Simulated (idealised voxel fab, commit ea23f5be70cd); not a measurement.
This section sets out a process module, namely voxel spacer lines.
For reference, the cross-section in this document is cut, with width 175 nm and square cells of 5 nm.
Cross-section, as written here: a square-cell grid given band by band from the top down, where a band holds one or more rows of cells.
Heights first: top, then bottom, in nm. Then materials, left to right, each with a width in nm. "throughout" on a single material: fills the band edge to edge. "air": empty space.
Height is counted from the level 0, under which the received wafer is composed throughout of one material. The lowest of the bands is not closed at the bottom but continues downward, in the notation "0..down".
Think of "30->40" as a width that walks from the first number to the second as you go down the band, top row to bottom row, taking equal-sized steps from row to row.
A step reported as "nothing changed" is a step in which no cell of the cross-section changed.
Look at "Fully closed voids" for the closed voids: empty spaces with no open path to the top, sized 8 cells or up. Each is width x height at distance, distance from the left edge, all nm.
Heads up: the bit after the settings on a step's line is the simulator's remark on that step.
Steps that use a mask can have "overlay nm" on their line. It says how far the mask sat to the right of where it was meant to be. Negative means to the left.

### Set out below are the planned steps of the process
1 RECEIVE, material Si
2 CONFORMAL_DEP, material Al2O3, thk nm 5
3 DIRECTIONAL_DEP, material SiN, thk nm 15
4 DIRECTIONAL_DEP, material aC, thk nm 25
5 PATTERN, tone cover, mask id MANDREL, material resist, width nm 15, pitch nm 50, thk nm 30, overlay nm 0
6 DIRECTIONAL_ETCH, etch materials aC, depth nm 25
7 STRIP, etch materials resist
8 CONFORMAL_DEP, material SiO2, thk nm 10
9 DIRECTIONAL_ETCH, etch materials SiO2, depth nm 10
10 STRIP, etch materials aC
11 DIRECTIONAL_ETCH, etch materials SiN, depth nm 15
12 STRIP, etch materials SiO2

### Shown in cross-section is the wafer as received, that is, as it stands after step 1
> 0..down  Si throughout
> Fully closed voids: none

### Result of the module, cross-sectioned: start per above, plan per above, one error in how it was run
> 15..0  air 20; SiN 10; air 15; SiN 10; air 15; SiN 10; air 15; SiN 10; air 15; SiN 10; air 15; SiN 10; air 20
> 0..down  Si throughout
> Fully closed voids: none
Heads up, the wafer didn't run the way we planned it: plan step 2 skipped
